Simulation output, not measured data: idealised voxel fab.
Process module name: voxel transistor to metal
Square cell edge 5 nm, section width 190 nm, ID cut.
Notation: cross-section as square-cell grid; stated in bands, top first, going down; one or more cell rows per band.
Each band's line starts with the height of the band's top and of its bottom, in nm. Then come its materials from left to right, each with its width in nm. One material with "all across" fills the band from edge to edge. "blank" is empty space.
We count height from 0. Below that, the starting wafer is all one material. The lowest band never ends at the bottom but goes on down; see "0 -> down" for how that is written.
It should be noted that a width expressed as "30 to 40" varies in equal increments from row to row of cells within the band, taking the value of the first number at the top row and that of the second number at the bottom row.
For the purposes of this document, the phrase "no change occurred" attached to a step denotes that no cell within the cross-section was modified by that step.
In the "Sealed void inventory" entry, you get each enclosed empty space of 8 cells or more, one with no open way to the top, written width x height at distance, distance from the left edge, in nm.
Step line, after settings: the simulator's comment on this step.
overlay nm, on a step with a mask: how far to the right of its planned place the mask lay; to the left if negative

The following list gives the planned process steps:
1: RECEIVE,material Si
2: OXIDIZE,depth nm 5
3: CONFORMAL_DEP,material SiN,thk nm 10
4: MASKED_ETCH,tone cover,mask id ACTIVE,width nm 100,etch materials SiN,depth nm 10,overlay nm 0
5: MASKED_ETCH,tone cover,mask id ACTIVE,width nm 100,etch materials SiO2,depth nm 5,overlay nm 0
6: MASKED_ETCH,tone cover,mask id ACTIVE,width nm 100,etch materials Si,depth nm 35,overlay nm 0
7: OXIDIZE,depth nm 5
8: FILL_DEP,material SiO2,thk nm 15
9: CMP,height nm 10
10: SELECTIVE_ETCH,etch materials SiO2,depth nm 5
11: STRIP,etch materials SiN
12: SELECTIVE_ETCH,etch materials SiO2,depth nm 5
13: OXIDIZE,depth nm 5
14: DIRECTIONAL_DEP,material polySi,thk nm 20
15: DIRECTIONAL_DEP,material SiCN,thk nm 10
16: PATTERN,tone cover,mask id GATE,material resist,width nm 20,thk nm 20,overlay nm 0
17: DIRECTIONAL_ETCH,etch materials SiCN,depth nm 20
18: DIRECTIONAL_ETCH,etch materials polySi,depth nm 30
19: STRIP,etch materials resist
20: CONFORMAL_DEP,material SiO2,thk nm 5
21: DIRECTIONAL_ETCH,etch materials SiO2,depth nm 5
22: CONFORMAL_DEP,material SiN,thk nm 10
23: DIRECTIONAL_ETCH,etch materials SiN,depth nm 10
24: DIRECTIONAL_ETCH,etch materials SiO2,depth nm 5
25: DIRECTIONAL_ETCH,etch materials Si,depth nm 10
26: EPI,material nSi,thk nm 15
27: FILL_DEP,material SiO2,thk nm 10
28: CMP,height nm 25
29: DIRECTIONAL_DEP,material SiO2,thk nm 15
30: PATTERN,tone open,mask id CONTACT,material resist,width nm 15,pitch nm 75,thk nm 20,overlay nm 0
31: DIRECTIONAL_ETCH,etch materials SiO2,depth nm 35
32: STRIP,etch materials resist
33: CONFORMAL_DEP,material TiN,thk nm 5
34: FILL_DEP,material Ru,thk nm 10
35: CMP,height nm 40
36: CONFORMAL_DEP,material SiCN,thk nm 5
37: DIRECTIONAL_DEP,material lowk,thk nm 15
38: PATTERN,tone open,mask id METAL_1,material resist,width nm 15,pitch nm 75,thk nm 20,overlay nm 0
39: DIRECTIONAL_ETCH,etch materials lowk,depth nm 5
40: DIRECTIONAL_ETCH,etch materials SiCN,depth nm 5
41: STRIP,etch materials resist
42: CONFORMAL_DEP,material TiN,thk nm 5
43: FILL_DEP,material Ru,thk nm 5
44: CMP,height nm 60
45: CONFORMAL_DEP,material SiN,thk nm 5
Keep in mind the plan's value for the depth nm of step 39 comes from the first wafer; the wafers don't share that setting, but they do share the same starting point.

So this is the first of several wafers, cross-sectioned as it came to us, meaning it's at the end of step 1:
  0 -> down = Si all across
  Sealed void inventory: none

Gained (+) or lost (-) cells of each material since receipt, then closed voids: one row per wafer, at the end of the module:
depth nm 5; +12 Ru; -228 Si; +46 SiCN; +66 SiN; +406 SiO2; +36 TiN; +108 lowk; +32 nSi; +16 polySi; Sealed void inventory: none
depth nm 10; +14 Ru; -228 Si; +46 SiCN; +66 SiN; +406 SiO2; +40 TiN; +102 lowk; +32 nSi; +16 polySi; Sealed void inventory: none
depth nm 15; +18 Ru; -228 Si; +40 SiCN; +66 SiN; +406 SiO2; +48 TiN; +96 lowk; +32 nSi; +16 polySi; Sealed void inventory: none
depth nm 20; +18 Ru; -228 Si; +40 SiCN; +66 SiN; +406 SiO2; +48 TiN; +96 lowk; +32 nSi; +16 polySi; Sealed void inventory: none
depth nm 25; +18 Ru; -228 Si; +40 SiCN; +66 SiN; +406 SiO2; +48 TiN; +96 lowk; +32 nSi; +16 polySi; Sealed void inventory: none
depth nm 30; +18 Ru; -228 Si; +40 SiCN; +66 SiN; +406 SiO2; +48 TiN; +96 lowk; +32 nSi; +16 polySi; Sealed void inventory: none
